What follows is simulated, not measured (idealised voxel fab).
The document below concerns the process module designated voxel self aligned contacts.
Xsec cut, 255 nm wide, square cell size 5 nm.
Notation: cross-section as square-cell grid; stated in bands, top first, going down; one or more cell rows per band.
Band: top height; bottom height; in nm. Then, left to right: material with width in nm, for each material. "everywhere": a single material spanning edge to edge. "blank": empty space.
We count height from 0. Below that, the starting wafer is all one material. The lowest band never ends at the bottom but goes on down; see "0 and below" for how that is written.
Read "30 to 40" as a graded width: first number on top, second number at the bottom, same change between each pair of neighbouring rows.
Any step labelled "no modification" changed none of the cells in the cross-section.
Enclosed voids (no open way to top), threshold 8 cells or more, entry "Enclosed internal cavities", notation width x height at distance, distance from left edge, nm.
Note: text after step settings on the step line = simulator remark on that step.
"overlay nm" on a masked step: distance the mask lay right of its planned place, negative for left.
Reading guide: pairs of cross-sections, before and after one process step; after view cut off at lowest changed band; step and settings listed under each pair. Pairs may stem from different runs of this module on the same starting wafer; continuity with the pair above only where the "Prior to step" entry states it.
[Prior to step]
    0 and below  Si everywhere
    Enclosed internal cavities: none
[Resulting Structure]
    5 down to 0  SiO2 everywhere
    Below a height of 0, the structure has not been altered.
    Enclosed internal cavities: none
Step lying between the two cross-sections just above: CONFORMAL_DEP [material SiO2] [thk nm 5]
Prior to step: after-state, pair directly above.
[Resulting Structure]
    35 down to 5  polySi everywhere
    Below a height of 5, the structure has not been altered.
    Enclosed internal cavities: none
Step lying between the two cross-sections just above: DIRECTIONAL_DEP [material polySi] [thk nm 30]
Prior to step: after-state, pair directly above.
[Resulting Structure]
    60 down to 35  SiN everywhere
    Below a height of 35, the structure has not been altered.
    Enclosed internal cavities: none
Step lying between the two cross-sections just above: DIRECTIONAL_DEP [material SiN] [thk nm 25]
Prior to step: after-state, pair directly above.
[Resulting Structure]
    75 down to 60  aC everywhere
    Below a height of 60, the structure has not been altered.
    Enclosed internal cavities: none
Step lying between the two cross-sections just above: DIRECTIONAL_DEP [material aC] [thk nm 15]
Prior to step: after-state, pair directly above.
[Resulting Structure]
    110 down to 75  70 nm blank, then 35 nm resist, then 40 nm blank, then 35 nm resist, then 75 nm blank
    Below a height of 75, the structure has not been altered.
    Enclosed internal cavities: none
Step lying between the two cross-sections just above: PATTERN [tone cover] [mask id GATE] [material resist] [width nm 35] [pitch nm 75] [thk nm 35] [overlay nm 0]
Prior to step: after-state, pair directly above.
[Resulting Structure]
    95 down to 75  70 nm blank, then 35 nm resist, then 40 nm blank, then 35 nm resist, then 75 nm blank
    75 down to 60  70 nm blank, then 35 nm aC, then 40 nm blank, then 35 nm aC, then 75 nm blank
    Below a height of 60, the structure has not been altered.
    Enclosed internal cavities: none
Step lying between the two cross-sections just above: DIRECTIONAL_ETCH [etch materials aC] [depth nm 15]
Prior to step: after-state, pair directly above.
[Resulting Structure]
    75 down to 60  70 nm blank, then 35 nm aC, then 40 nm blank, then 35 nm aC, then 75 nm blank
    Below a height of 60, the structure has not been altered.
    Enclosed internal cavities: none
Step lying between the two cross-sections just above: STRIP [etch materials resist]
Prior to step: after-state, pair directly above.
[Resulting Structure]
    75 down to 60  70 nm blank, then 35 nm aC, then 40 nm blank, then 35 nm aC, then 75 nm blank
    60 down to 35  70 nm blank, then 35 nm SiN, then 40 nm blank, then 35 nm SiN, then 75 nm blank
    Below a height of 35, the structure has not been altered.
    Enclosed internal cavities: none
Step lying between the two cross-sections just above: DIRECTIONAL_ETCH [etch materials SiN] [depth nm 25]
Prior to step: after-state, pair directly above.
[Resulting Structure]
    75 down to 60  70 nm blank, then 35 nm aC, then 40 nm blank, then 35 nm aC, then 75 nm blank
    60 down to 35  70 nm blank, then 35 nm SiN, then 40 nm blank, then 35 nm SiN, then 75 nm blank
    35 down to 5  70 nm blank, then 35 nm polySi, then 40 nm blank, then 35 nm polySi, then 75 nm blank
    Below a height of 5, the structure has not been altered.
    Enclosed internal cavities: none
Step lying between the two cross-sections just above: DIRECTIONAL_ETCH [etch materials polySi] [depth nm 30]
Prior to step: after-state, pair directly above.
[Resulting Structure]
    60 down to 35  70 nm blank, then 35 nm SiN, then 40 nm blank, then 35 nm SiN, then 75 nm blank
    Below a height of 35, the structure has not been altered.
    Enclosed internal cavities: none
Step lying between the two cross-sections just above: STRIP [etch materials aC]
Prior to step: after-state, pair directly above.
[Resulting Structure]
    70 down to 35  60 nm blank, then 55 nm SiN, then 20 nm blank, then 55 nm SiN, then 65 nm blank
    35 down to 15  60 nm blank, then 10 nm SiN, then 35 nm polySi, then 10 nm SiN, then 20 nm blank, then 10 nm SiN, then 35 nm polySi, then 10 nm SiN, then 65 nm blank
    15 down to 5  70 nm SiN, then 35 nm polySi, then 40 nm SiN, then 35 nm polySi, then 75 nm SiN
    Below a height of 5, the structure has not been altered.
    Enclosed internal cavities: none
Step lying between the two cross-sections just above: CONFORMAL_DEP [material SiN] [thk nm 10]
Prior to step: after-state, pair directly above.
[Resulting Structure]
    60 down to 35  60 nm blank, then 55 nm SiN, then 20 nm blank, then 55 nm SiN, then 65 nm blank
    35 down to 5  60 nm blank, then 10 nm SiN, then 35 nm polySi, then 10 nm SiN, then 20 nm blank, then 10 nm SiN, then 35 nm polySi, then 10 nm SiN, then 65 nm blank
    Below a height of 5, the structure has not been altered.
    Enclosed internal cavities: none
Step lying between the two cross-sections just above: DIRECTIONAL_ETCH [etch materials SiN] [depth nm 10]
Prior to step: after-state, pair directly above.
[Resulting Structure]
    75 down to 60  SiO2 everywhere
    60 down to 35  60 nm SiO2, then 55 nm SiN, then 20 nm SiO2, then 55 nm SiN, then 65 nm SiO2
    35 down to 5  60 nm SiO2, then 10 nm SiN, then 35 nm polySi, then 10 nm SiN, then 20 nm SiO2, then 10 nm SiN, then 35 nm polySi, then 10 nm SiN, then 65 nm SiO2
    Below a height of 5, the structure has not been altered.
    Enclosed internal cavities: none
Step lying between the two cross-sections just above: FILL_DEP [material SiO2] [thk nm 15]
Prior to step: after-state, pair directly above.
[Resulting Structure]
    70 down to 60  SiO2 everywhere
    Below a height of 60, the structure has not been altered.
    Enclosed internal cavities: none
Step lying between the two cross-sections just above: CMP [height nm 70]
Prior to step: after-state, pair directly above.
[Resulting Structure]
    70 down to 60  95 nm SiO2, then 60 nm blank, then 100 nm SiO2
    60 down to 35  60 nm SiO2, then 55 nm SiN, then 20 nm blank, then 55 nm SiN, then 65 nm SiO2
    35 down to 5  60 nm SiO2, then 10 nm SiN, then 35 nm polySi, then 10 nm SiN, then 20 nm blank, then 10 nm SiN, then 35 nm polySi, then 10 nm SiN, then 65 nm SiO2
    5 down to 0  115 nm SiO2, then 20 nm blank, then 120 nm SiO2
    Below a height of 0, the structure has not been altered.
    Enclosed internal cavities: none
Step lying between the two cross-sections just above: MASKED_ETCH [tone open] [mask id CONTACT] [width nm 60] [etch materials SiO2] [depth nm 70] [overlay nm 0]
Prior to step: after-state, pair directly above.
[Resulting Structure]
    75 down to 70  100 nm TiN, then 50 nm blank, then 105 nm TiN
    70 down to 60  95 nm SiO2, then 5 to 25 nm TiN, then 50 to 10 nm blank, then 5 to 25 nm TiN, then 100 nm SiO2
    60 down to 35  60 nm SiO2, then 55 nm SiN, then 5 nm TiN, then 10 nm blank, then 5 nm TiN, then 55 nm SiN, then 65 nm SiO2
    35 down to 5  60 nm SiO2, then 10 nm SiN, then 35 nm polySi, then 10 nm SiN, then 5 nm TiN, then 10 nm blank, then 5 nm TiN, then 10 nm SiN, then 35 nm polySi, then 10 nm SiN, then 65 nm SiO2
    5 down to 0  115 nm SiO2, then 20 nm TiN, then 120 nm SiO2
    Below a height of 0, the structure has not been altered.
    Enclosed internal cavities: none
Step lying between the two cross-sections just above: CONFORMAL_DEP [material TiN] [thk nm 5]
Prior to step: after-state, pair directly above.
[Resulting Structure]
    85 down to 75  W everywhere
    75 down to 70  100 nm TiN, then 50 nm W, then 105 nm TiN
    70 down to 60  95 nm SiO2, then 5 to 25 nm TiN, then 50 to 10 nm W, then 5 to 25 nm TiN, then 100 nm SiO2
    60 down to 35  60 nm SiO2, then 55 nm SiN, then 5 nm TiN, then 10 nm W, then 5 nm TiN, then 55 nm SiN, then 65 nm SiO2
    35 down to 5  60 nm SiO2, then 10 nm SiN, then 35 nm polySi, then 10 nm SiN, then 5 nm TiN, then 10 nm W, then 5 nm TiN, then 10 nm SiN, then 35 nm polySi, then 10 nm SiN, then 65 nm SiO2
    Below a height of 5, the structure has not been altered.
    Enclosed internal cavities: none
Step lying between the two cross-sections just above: FILL_DEP [material W] [thk nm 10]
Prior to step: after-state, pair directly above.
[Resulting Structure]
    70 down to 60  95 nm SiO2, then 5 to 25 nm TiN, then 50 to 10 nm W, then 5 to 25 nm TiN, then 100 nm SiO2
    Below a height of 60, the structure has not been altered.
    Enclosed internal cavities: none
Step lying between the two cross-sections just above: CMP [height nm 70]
Prior to step: after-state, pair directly above.
[Resulting Structure]
    75 down to 70  SiN everywhere
    Below a height of 70, the structure has not been altered.
    Enclosed internal cavities: none
Step lying between the two cross-sections just above: CONFORMAL_DEP [material SiN] [thk nm 5]
[Prior to step]
    85 down to 75  W everywhere
    75 down to 70  100 nm TiN, then 50 nm W, then 105 nm TiN
    70 down to 60  95 nm SiO2, then 5 to 25 nm TiN, then 50 to 10 nm W, then 5 to 25 nm TiN, then 100 nm SiO2
    60 down to 35  60 nm SiO2, then 55 nm SiN, then 5 nm TiN, then 10 nm W, then 5 nm TiN, then 55 nm SiN, then 65 nm SiO2
    35 down to 5  60 nm SiO2, then 10 nm SiN, then 35 nm polySi, then 10 nm SiN, then 5 nm TiN, then 10 nm W, then 5 nm TiN, then 10 nm SiN, then 35 nm polySi, then 10 nm SiN, then 65 nm SiO2
    5 down to 0  115 nm SiO2, then 20 nm TiN, then 120 nm SiO2
    0 and below  Si everywhere
    Enclosed internal cavities: none
[Resulting Structure]
    90 down to 85  SiN everywhere
    Below a height of 85, the structure has not been altered.
    Enclosed internal cavities: none
Step lying between the two cross-sections just above: CONFORMAL_DEP [material SiN] [thk nm 5]
[Prior to step]
    35 down to 5  polySi everywhere
    5 down to 0  SiO2 everywhere
    0 and below  Si everywhere
    Enclosed internal cavities: none
[Resulting Structure]
    65 down to 5  polySi everywhere
    Below a height of 5, the structure has not been altered.
    Enclosed internal cavities: none
Step lying between the two cross-sections just above: DIRECTIONAL_DEP [material polySi] [thk nm 30]
Prior to step: after-state, pair directly above.
[Resulting Structure]
    90 down to 65  SiN everywhere
    Below a height of 65, the structure has not been altered.
    Enclosed internal cavities: none
Step lying between the two cross-sections just above: DIRECTIONAL_DEP [material SiN] [thk nm 25]
Prior to step: after-state, pair directly above.
[Resulting Structure]
    105 down to 90  aC everywhere
    Below a height of 90, the structure has not been altered.
    Enclosed internal cavities: none
Step lying between the two cross-sections just above: DIRECTIONAL_DEP [material aC] [thk nm 15]
Prior to step: after-state, pair directly above.
[Resulting Structure]
    140 down to 105  70 nm blank, then 35 nm resist, then 40 nm blank, then 35 nm resist, then 75 nm blank
    Below a height of 105, the structure has not been altered.
    Enclosed internal cavities: none
Step lying between the two cross-sections just above: PATTERN [tone cover] [mask id GATE] [material resist] [width nm 35] [pitch nm 75] [thk nm 35] [overlay nm 0]
Prior to step: after-state, pair directly above.
[Resulting Structure]
    125 down to 105  70 nm blank, then 35 nm resist, then 40 nm blank, then 35 nm resist, then 75 nm blank
    105 down to 90  70 nm blank, then 35 nm aC, then 40 nm blank, then 35 nm aC, then 75 nm blank
    Below a height of 90, the structure has not been altered.
    Enclosed internal cavities: none
Step lying between the two cross-sections just above: DIRECTIONAL_ETCH [etch materials aC] [depth nm 15]
Prior to step: after-state, pair directly above.
[Resulting Structure]
    105 down to 90  70 nm blank, then 35 nm aC, then 40 nm blank, then 35 nm aC, then 75 nm blank
    Below a height of 90, the structure has not been altered.
    Enclosed internal cavities: none
Step lying between the two cross-sections just above: STRIP [etch materials resist]
Prior to step: after-state, pair directly above.
[Resulting Structure]
    105 down to 90  70 nm blank, then 35 nm aC, then 40 nm blank, then 35 nm aC, then 75 nm blank
    90 down to 65  70 nm blank, then 35 nm SiN, then 40 nm blank, then 35 nm SiN, then 75 nm blank
    Below a height of 65, the structure has not been altered.
    Enclosed internal cavities: none
Step lying between the two cross-sections just above: DIRECTIONAL_ETCH [etch materials SiN] [depth nm 25]
Prior to step: after-state, pair directly above.
[Resulting Structure]
    105 down to 90  70 nm blank, then 35 nm aC, then 40 nm blank, then 35 nm aC, then 75 nm blank
    90 down to 65  70 nm blank, then 35 nm SiN, then 40 nm blank, then 35 nm SiN, then 75 nm blank
    65 down to 35  70 nm blank, then 35 nm polySi, then 40 nm blank, then 35 nm polySi, then 75 nm blank
    Below a height of 35, the structure has not been altered.
    Enclosed internal cavities: none
Step lying between the two cross-sections just above: DIRECTIONAL_ETCH [etch materials polySi] [depth nm 30]
Prior to step: after-state, pair directly above.
[Resulting Structure]
    90 down to 65  70 nm blank, then 35 nm SiN, then 40 nm blank, then 35 nm SiN, then 75 nm blank
    Below a height of 65, the structure has not been altered.
    Enclosed internal cavities: none
Step lying between the two cross-sections just above: STRIP [etch materials aC]
Prior to step: after-state, pair directly above.
[Resulting Structure]
    100 down to 65  60 nm blank, then 55 nm SiN, then 20 nm blank, then 55 nm SiN, then 65 nm blank
    65 down to 45  60 nm blank, then 10 nm SiN, then 35 nm polySi, then 10 nm SiN, then 20 nm blank, then 10 nm SiN, then 35 nm polySi, then 10 nm SiN, then 65 nm blank
    45 down to 35  70 nm SiN, then 35 nm polySi, then 40 nm SiN, then 35 nm polySi, then 75 nm SiN
    Below a height of 35, the structure has not been altered.
    Enclosed internal cavities: none
Step lying between the two cross-sections just above: CONFORMAL_DEP [material SiN] [thk nm 10]
Prior to step: after-state, pair directly above.
[Resulting Structure]
    90 down to 65  60 nm blank, then 55 nm SiN, then 20 nm blank, then 55 nm SiN, then 65 nm blank
    65 down to 35  60 nm blank, then 10 nm SiN, then 35 nm polySi, then 10 nm SiN, then 20 nm blank, then 10 nm SiN, then 35 nm polySi, then 10 nm SiN, then 65 nm blank
    Below a height of 35, the structure has not been altered.
    Enclosed internal cavities: none
Step lying between the two cross-sections just above: DIRECTIONAL_ETCH [etch materials SiN] [depth nm 10]
Prior to step: after-state, pair directly above.
[Resulting Structure]
    105 down to 90  SiO2 everywhere
    90 down to 65  60 nm SiO2, then 55 nm SiN, then 20 nm SiO2, then 55 nm SiN, then 65 nm SiO2
    65 down to 35  60 nm SiO2, then 10 nm SiN, then 35 nm polySi, then 10 nm SiN, then 20 nm SiO2, then 10 nm SiN, then 35 nm polySi, then 10 nm SiN, then 65 nm SiO2
    Below a height of 35, the structure has not been altered.
    Enclosed internal cavities: none
Step lying between the two cross-sections just above: FILL_DEP [material SiO2] [thk nm 15]
Prior to step: after-state, pair directly above.
[Resulting Structure]
    70 down to 65  60 nm SiO2, then 55 nm SiN, then 20 nm SiO2, then 55 nm SiN, then 65 nm SiO2
    Below a height of 65, the structure has not been altered.
    Enclosed internal cavities: none
Step lying between the two cross-sections just above: CMP [height nm 70]
Prior to step: after-state, pair directly above.
[Resulting Structure]
    70 down to 65  60 nm SiO2, then 55 nm SiN, then 20 nm blank, then 55 nm SiN, then 65 nm SiO2
    65 down to 35  60 nm SiO2, then 10 nm SiN, then 35 nm polySi, then 10 nm SiN, then 20 nm blank, then 10 nm SiN, then 35 nm polySi, then 10 nm SiN, then 65 nm SiO2
    Below a height of 35, the structure has not been altered.
    Enclosed internal cavities: none
Step lying between the two cross-sections just above: MASKED_ETCH [tone open] [mask id CONTACT] [width nm 60] [etch materials SiO2] [depth nm 70] [overlay nm 0]
Prior to step: after-state, pair directly above.
[Resulting Structure]
    75 down to 70  120 nm TiN, then 10 nm blank, then 125 nm TiN
    70 down to 65  60 nm SiO2, then 55 nm SiN, then 5 nm TiN, then 10 nm blank, then 5 nm TiN, then 55 nm SiN, then 65 nm SiO2
    65 down to 40  60 nm SiO2, then 10 nm SiN, then 35 nm polySi, then 10 nm SiN, then 5 nm TiN, then 10 nm blank, then 5 nm TiN, then 10 nm SiN, then 35 nm polySi, then 10 nm SiN, then 65 nm SiO2
    40 down to 35  60 nm SiO2, then 10 nm SiN, then 35 nm polySi, then 10 nm SiN, then 20 nm TiN, then 10 nm SiN, then 35 nm polySi, then 10 nm SiN, then 65 nm SiO2
    Below a height of 35, the structure has not been altered.
    Enclosed internal cavities: none
Step lying between the two cross-sections just above: CONFORMAL_DEP [material TiN] [thk nm 5]
Prior to step: after-state, pair directly above.
[Resulting Structure]
    85 down to 75  W everywhere
    75 down to 70  120 nm TiN, then 10 nm W, then 125 nm TiN
    70 down to 65  60 nm SiO2, then 55 nm SiN, then 5 nm TiN, then 10 nm W, then 5 nm TiN, then 55 nm SiN, then 65 nm SiO2
    65 down to 40  60 nm SiO2, then 10 nm SiN, then 35 nm polySi, then 10 nm SiN, then 5 nm TiN, then 10 nm W, then 5 nm TiN, then 10 nm SiN, then 35 nm polySi, then 10 nm SiN, then 65 nm SiO2
    Below a height of 40, the structure has not been altered.
    Enclosed internal cavities: none
Step lying between the two cross-sections just above: FILL_DEP [material W] [thk nm 10]
Prior to step: after-state, pair directly above.
[Resulting Structure]
    70 down to 65  60 nm SiO2, then 55 nm SiN, then 5 nm TiN, then 10 nm W, then 5 nm TiN, then 55 nm SiN, then 65 nm SiO2
    Below a height of 65, the structure has not been altered.
    Enclosed internal cavities: none
Step lying between the two cross-sections just above: CMP [height nm 70]
Prior to step: after-state, pair directly above.
[Resulting Structure]
    75 down to 70  SiN everywhere
    Below a height of 70, the structure has not been altered.
    Enclosed internal cavities: none
Step lying between the two cross-sections just above: CONFORMAL_DEP [material SiN] [thk nm 5]
[Prior to step]
    0 and below  Si everywhere
    Enclosed internal cavities: none
[Resulting Structure]
    30 down to 0  polySi everywhere
    Below a height of 0, the structure has not been altered.
    Enclosed internal cavities: none
Step lying between the two cross-sections just above: DIRECTIONAL_DEP [material polySi] [thk nm 30]
Prior to step: after-state, pair directly above.
[Resulting Structure]
    35 down to 30  SiO2 everywhere
    Below a height of 30, the structure has not been altered.
    Enclosed internal cavities: none
Step lying between the two cross-sections just above: CONFORMAL_DEP [material SiO2] [thk nm 5]
Prior to step: after-state, pair directly above.
[Resulting Structure]
    60 down to 35  SiN everywhere
    Below a height of 35, the structure has not been altered.
    Enclosed internal cavities: none
Step lying between the two cross-sections just above: DIRECTIONAL_DEP [material SiN] [thk nm 25]
Prior to step: after-state, pair directly above.
[Resulting Structure]
    75 down to 60  aC everywhere
    Below a height of 60, the structure has not been altered.
    Enclosed internal cavities: none
Step lying between the two cross-sections just above: DIRECTIONAL_DEP [material aC] [thk nm 15]
Prior to step: after-state, pair directly above.
[Resulting Structure]
    110 down to 75  70 nm blank, then 35 nm resist, then 40 nm blank, then 35 nm resist, then 75 nm blank
    Below a height of 75, the structure has not been altered.
    Enclosed internal cavities: none
Step lying between the two cross-sections just above: PATTERN [tone cover] [mask id GATE] [material resist] [width nm 35] [pitch nm 75] [thk nm 35] [overlay nm 0]
Prior to step: after-state, pair directly above.
[Resulting Structure]
    95 down to 75  70 nm blank, then 35 nm resist, then 40 nm blank, then 35 nm resist, then 75 nm blank
    75 down to 60  70 nm blank, then 35 nm aC, then 40 nm blank, then 35 nm aC, then 75 nm blank
    Below a height of 60, the structure has not been altered.
    Enclosed internal cavities: none
Step lying between the two cross-sections just above: DIRECTIONAL_ETCH [etch materials aC] [depth nm 15]
Prior to step: after-state, pair directly above.
[Resulting Structure]
    75 down to 60  70 nm blank, then 35 nm aC, then 40 nm blank, then 35 nm aC, then 75 nm blank
    Below a height of 60, the structure has not been altered.
    Enclosed internal cavities: none
Step lying between the two cross-sections just above: STRIP [etch materials resist]
Prior to step: after-state, pair directly above.
[Resulting Structure]
    75 down to 60  70 nm blank, then 35 nm aC, then 40 nm blank, then 35 nm aC, then 75 nm blank
    60 down to 35  70 nm blank, then 35 nm SiN, then 40 nm blank, then 35 nm SiN, then 75 nm blank
    Below a height of 35, the structure has not been altered.
    Enclosed internal cavities: none
Step lying between the two cross-sections just above: DIRECTIONAL_ETCH [etch materials SiN] [depth nm 25]
Prior to step: after-state, pair directly above.
[Resulting Structure]
    60 down to 35  70 nm blank, then 35 nm SiN, then 40 nm blank, then 35 nm SiN, then 75 nm blank
    Below a height of 35, the structure has not been altered.
    Enclosed internal cavities: none
Step lying between the two cross-sections just above: STRIP [etch materials aC]
Prior to step: after-state, pair directly above.
[Resulting Structure]
    70 down to 45  60 nm blank, then 55 nm SiN, then 20 nm blank, then 55 nm SiN, then 65 nm blank
    45 down to 35  SiN everywhere
    Below a height of 35, the structure has not been altered.
    Enclosed internal cavities: none
Step lying between the two cross-sections just above: CONFORMAL_DEP [material SiN] [thk nm 10]
Prior to step: after-state, pair directly above.
[Resulting Structure]
    60 down to 35  60 nm blank, then 55 nm SiN, then 20 nm blank, then 55 nm SiN, then 65 nm blank
    Below a height of 35, the structure has not been altered.
    Enclosed internal cavities: none
Step lying between the two cross-sections just above: DIRECTIONAL_ETCH [etch materials SiN] [depth nm 10]
Prior to step: after-state, pair directly above.
[Resulting Structure]
    75 down to 60  SiO2 everywhere
    60 down to 35  60 nm SiO2, then 55 nm SiN, then 20 nm SiO2, then 55 nm SiN, then 65 nm SiO2
    Below a height of 35, the structure has not been altered.
    Enclosed internal cavities: none
Step lying between the two cross-sections just above: FILL_DEP [material SiO2] [thk nm 15]
Prior to step: after-state, pair directly above.
[Resulting Structure]
    70 down to 60  SiO2 everywhere
    Below a height of 60, the structure has not been altered.
    Enclosed internal cavities: none
Step lying between the two cross-sections just above: CMP [height nm 70]
Prior to step: after-state, pair directly above.
[Resulting Structure]
    70 down to 60  95 nm SiO2, then 60 nm blank, then 100 nm SiO2
    60 down to 35  60 nm SiO2, then 55 nm SiN, then 20 nm blank, then 55 nm SiN, then 65 nm SiO2
    35 down to 30  115 nm SiO2, then 20 nm blank, then 120 nm SiO2
    Below a height of 30, the structure has not been altered.
    Enclosed internal cavities: none
Step lying between the two cross-sections just above: MASKED_ETCH [tone open] [mask id CONTACT] [width nm 60] [etch materials SiO2] [depth nm 70] [overlay nm 0]
Prior to step: after-state, pair directly above.
[Resulting Structure]
    75 down to 70  100 nm TiN, then 50 nm blank, then 105 nm TiN
    70 down to 60  95 nm SiO2, then 5 to 25 nm TiN, then 50 to 10 nm blank, then 5 to 25 nm TiN, then 100 nm SiO2
    60 down to 35  60 nm SiO2, then 55 nm SiN, then 5 nm TiN, then 10 nm blank, then 5 nm TiN, then 55 nm SiN, then 65 nm SiO2
    35 down to 30  115 nm SiO2, then 20 nm TiN, then 120 nm SiO2
    Below a height of 30, the structure has not been altered.
    Enclosed internal cavities: none
Step lying between the two cross-sections just above: CONFORMAL_DEP [material TiN] [thk nm 5]
Prior to step: after-state, pair directly above.
[Resulting Structure]
    85 down to 75  W everywhere
    75 down to 70  100 nm TiN, then 50 nm W, then 105 nm TiN
    70 down to 60  95 nm SiO2, then 5 to 25 nm TiN, then 50 to 10 nm W, then 5 to 25 nm TiN, then 100 nm SiO2
    60 down to 35  60 nm SiO2, then 55 nm SiN, then 5 nm TiN, then 10 nm W, then 5 nm TiN, then 55 nm SiN, then 65 nm SiO2
    Below a height of 35, the structure has not been altered.
    Enclosed internal cavities: none
Step lying between the two cross-sections just above: FILL_DEP [material W] [thk nm 10]
Prior to step: after-state, pair directly above.
[Resulting Structure]
    70 down to 60  95 nm SiO2, then 5 to 25 nm TiN, then 50 to 10 nm W, then 5 to 25 nm TiN, then 100 nm SiO2
    Below a height of 60, the structure has not been altered.
    Enclosed internal cavities: none
Step lying between the two cross-sections just above: CMP [height nm 70]
Prior to step: after-state, pair directly above.
[Resulting Structure]
    75 down to 70  SiN everywhere
    Below a height of 70, the structure has not been altered.
    Enclosed internal cavities: none
Step lying between the two cross-sections just above: CONFORMAL_DEP [material SiN] [thk nm 5]
[Prior to step]
    85 down to 75  W everywhere
    75 down to 70  100 nm TiN, then 50 nm W, then 105 nm TiN
    70 down to 60  95 nm SiO2, then 5 to 25 nm TiN, then 50 to 10 nm W, then 5 to 25 nm TiN, then 100 nm SiO2
    60 down to 35  60 nm SiO2, then 55 nm SiN, then 5 nm TiN, then 10 nm W, then 5 nm TiN, then 55 nm SiN, then 65 nm SiO2
    35 down to 5  60 nm SiO2, then 10 nm SiN, then 35 nm polySi, then 10 nm SiN, then 5 nm TiN, then 10 nm W, then 5 nm TiN, then 10 nm SiN, then 35 nm polySi, then 10 nm SiN, then 65 nm SiO2
    5 down to 0  115 nm SiO2, then 20 nm TiN, then 120 nm SiO2
    0 and below  Si everywhere
    Enclosed internal cavities: none
[Resulting Structure]
    75 down to 70  100 nm TiN, then 50 nm W, then 105 nm TiN
    Below a height of 70, the structure has not been altered.
    Enclosed internal cavities: none
Step lying between the two cross-sections just above: CMP [height nm 75]
Prior to step: after-state, pair directly above.
[Resulting Structure]
    80 down to 75  SiN everywhere
    Below a height of 75, the structure has not been altered.
    Enclosed internal cavities: none
Step lying between the two cross-sections just above: CONFORMAL_DEP [material SiN] [thk nm 5]
[Prior to step]
    75 down to 60  aC everywhere
    60 down to 35  SiN everywhere
    35 down to 5  polySi everywhere
    5 down to 0  SiO2 everywhere
    0 and below  Si everywhere
    Enclosed internal cavities: none
[Resulting Structure]
    110 down to 75  65 nm blank, then 45 nm resist, then 30 nm blank, then 45 nm resist, then 70 nm blank
    Below a height of 75, the structure has not been altered.
    Enclosed internal cavities: none
Step lying between the two cross-sections just above: PATTERN [tone cover] [mask id GATE] [material resist] [width nm 45] [pitch nm 75] [thk nm 35] [overlay nm 0]
Prior to step: after-state, pair directly above.
[Resulting Structure]
    95 down to 75  65 nm blank, then 45 nm resist, then 30 nm blank, then 45 nm resist, then 70 nm blank
    75 down to 60  65 nm blank, then 45 nm aC, then 30 nm blank, then 45 nm aC, then 70 nm blank
    Below a height of 60, the structure has not been altered.
    Enclosed internal cavities: none
Step lying between the two cross-sections just above: DIRECTIONAL_ETCH [etch materials aC] [depth nm 15]
Prior to step: after-state, pair directly above.
[Resulting Structure]
    75 down to 60  65 nm blank, then 45 nm aC, then 30 nm blank, then 45 nm aC, then 70 nm blank
    Below a height of 60, the structure has not been altered.
    Enclosed internal cavities: none
Step lying between the two cross-sections just above: STRIP [etch materials resist]
Prior to step: after-state, pair directly above.
[Resulting Structure]
    75 down to 60  65 nm blank, then 45 nm aC, then 30 nm blank, then 45 nm aC, then 70 nm blank
    60 down to 35  65 nm blank, then 45 nm SiN, then 30 nm blank, then 45 nm SiN, then 70 nm blank
    Below a height of 35, the structure has not been altered.
    Enclosed internal cavities: none
Step lying between the two cross-sections just above: DIRECTIONAL_ETCH [etch materials SiN] [depth nm 25]
Prior to step: after-state, pair directly above.
[Resulting Structure]
    75 down to 60  65 nm blank, then 45 nm aC, then 30 nm blank, then 45 nm aC, then 70 nm blank
    60 down to 35  65 nm blank, then 45 nm SiN, then 30 nm blank, then 45 nm SiN, then 70 nm blank
    35 down to 5  65 nm blank, then 45 nm polySi, then 30 nm blank, then 45 nm polySi, then 70 nm blank
    Below a height of 5, the structure has not been altered.
    Enclosed internal cavities: none
Step lying between the two cross-sections just above: DIRECTIONAL_ETCH [etch materials polySi] [depth nm 30]
Prior to step: after-state, pair directly above.
[Resulting Structure]
    60 down to 35  65 nm blank, then 45 nm SiN, then 30 nm blank, then 45 nm SiN, then 70 nm blank
    Below a height of 35, the structure has not been altered.
    Enclosed internal cavities: none
Step lying between the two cross-sections just above: STRIP [etch materials aC]
Prior to step: after-state, pair directly above.
[Resulting Structure]
    70 down to 35  55 nm blank, then 65 nm SiN, then 10 nm blank, then 65 nm SiN, then 60 nm blank
    35 down to 15  55 nm blank, then 10 nm SiN, then 45 nm polySi, then 10 nm SiN, then 10 nm blank, then 10 nm SiN, then 45 nm polySi, then 10 nm SiN, then 60 nm blank
    15 down to 5  65 nm SiN, then 45 nm polySi, then 30 nm SiN, then 45 nm polySi, then 70 nm SiN
    Below a height of 5, the structure has not been altered.
    Enclosed internal cavities: none
Step lying between the two cross-sections just above: CONFORMAL_DEP [material SiN] [thk nm 10]
Prior to step: after-state, pair directly above.
[Resulting Structure]
    60 down to 35  55 nm blank, then 65 nm SiN, then 10 nm blank, then 65 nm SiN, then 60 nm blank
    35 down to 5  55 nm blank, then 10 nm SiN, then 45 nm polySi, then 10 nm SiN, then 10 nm blank, then 10 nm SiN, then 45 nm polySi, then 10 nm SiN, then 60 nm blank
    Below a height of 5, the structure has not been altered.
    Enclosed internal cavities: none
Step lying between the two cross-sections just above: DIRECTIONAL_ETCH [etch materials SiN] [depth nm 10]
Prior to step: after-state, pair directly above.
[Resulting Structure]
    75 down to 60  SiO2 everywhere
    60 down to 35  55 nm SiO2, then 65 nm SiN, then 10 nm SiO2, then 65 nm SiN, then 60 nm SiO2
    35 down to 5  55 nm SiO2, then 10 nm SiN, then 45 nm polySi, then 10 nm SiN, then 10 nm SiO2, then 10 nm SiN, then 45 nm polySi, then 10 nm SiN, then 60 nm SiO2
    Below a height of 5, the structure has not been altered.
    Enclosed internal cavities: none
Step lying between the two cross-sections just above: FILL_DEP [material SiO2] [thk nm 15]
Prior to step: after-state, pair directly above.
[Resulting Structure]
    70 down to 60  SiO2 everywhere
    Below a height of 60, the structure has not been altered.
    Enclosed internal cavities: none
Step lying between the two cross-sections just above: CMP [height nm 70]
Prior to step: after-state, pair directly above.
[Resulting Structure]
    70 down to 60  95 nm SiO2, then 60 nm blank, then 100 nm SiO2
    60 down to 35  55 nm SiO2, then 65 nm SiN, then 10 nm blank, then 65 nm SiN, then 60 nm SiO2
    35 down to 5  55 nm SiO2, then 10 nm SiN, then 45 nm polySi, then 10 nm SiN, then 10 nm blank, then 10 nm SiN, then 45 nm polySi, then 10 nm SiN, then 60 nm SiO2
    5 down to 0  120 nm SiO2, then 10 nm blank, then 125 nm SiO2
    Below a height of 0, the structure has not been altered.
    Enclosed internal cavities: none
Step lying between the two cross-sections just above: MASKED_ETCH [tone open] [mask id CONTACT] [width nm 60] [etch materials SiO2] [depth nm 70] [overlay nm 0]
